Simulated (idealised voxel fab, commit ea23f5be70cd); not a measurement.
process module | voxel tone inversion
cross-section cut | 170 nm wide | cells 5 nm
A cross-section is a grid of square cells, given in bands from the top down. A band is one or more rows of cells.
Each band's line starts with the height of the band's top and of its bottom, in nm. Then come its materials from left to right, each with its width in nm. One material with "throughout" fills the band from edge to edge. "air" is empty space.
Height 0 is the level under which the wafer as received is all one material. The lowest band goes on downwards, as in "0 down".
A width such as "30 to 40" changes by the same amount from each row of cells to the next, from the band's top row to its bottom row.
"no change" after a step means that no cell of the cross-section changed.
closed voids: empty space of 8 cells or more with no open way to the top, each as width x height at its distance from the left edge, in nm
after a step's settings: what the simulator itself notes on the step
overlay nm, on a step with a mask: how far to the right of its planned place the mask lay; to the left if negative
plan
1 op RECEIVE | material Si
2 op CONFORMAL_DEP | material SiN | thk nm 5
3 op DIRECTIONAL_DEP | material aC | thk nm 25
4 op PATTERN | tone cover | mask id POSTS | material resist | width nm 15 | pitch nm 40 | thk nm 35 | overlay nm 0
5 op DIRECTIONAL_ETCH | etch materials aC | depth nm 25
6 op STRIP | etch materials resist
7 op FILL_DEP | material SiO2 | thk nm 5
8 op CMP | height nm 30
9 op STRIP | etch materials aC
as received, after step 1
  0 down: Si throughout
  closed voids: none
first wafer at the end, as planned
  30 to 5: SiO2 15 | air 15 | SiO2 25 | air 15 | SiO2 25 | air 15 | SiO2 25 | air 15 | SiO2 20
  5 to 0: SiN throughout
  0 down: Si throughout
  closed voids: none
second wafer at the end: like start, like plan, one mistake
  30 to 5: air 15 | aC 15 | air 25 | aC 15 | air 25 | aC 15 | air 25 | aC 15 | air 20
  5 to 0: SiN throughout
  0 down: Si throughout
  closed voids: none
what went wrong: step 9 ran as: op STRIP | etch materials SiO2
at the end the second wafer has, in cells: 110 fewer of SiO2 | 60 more of aC
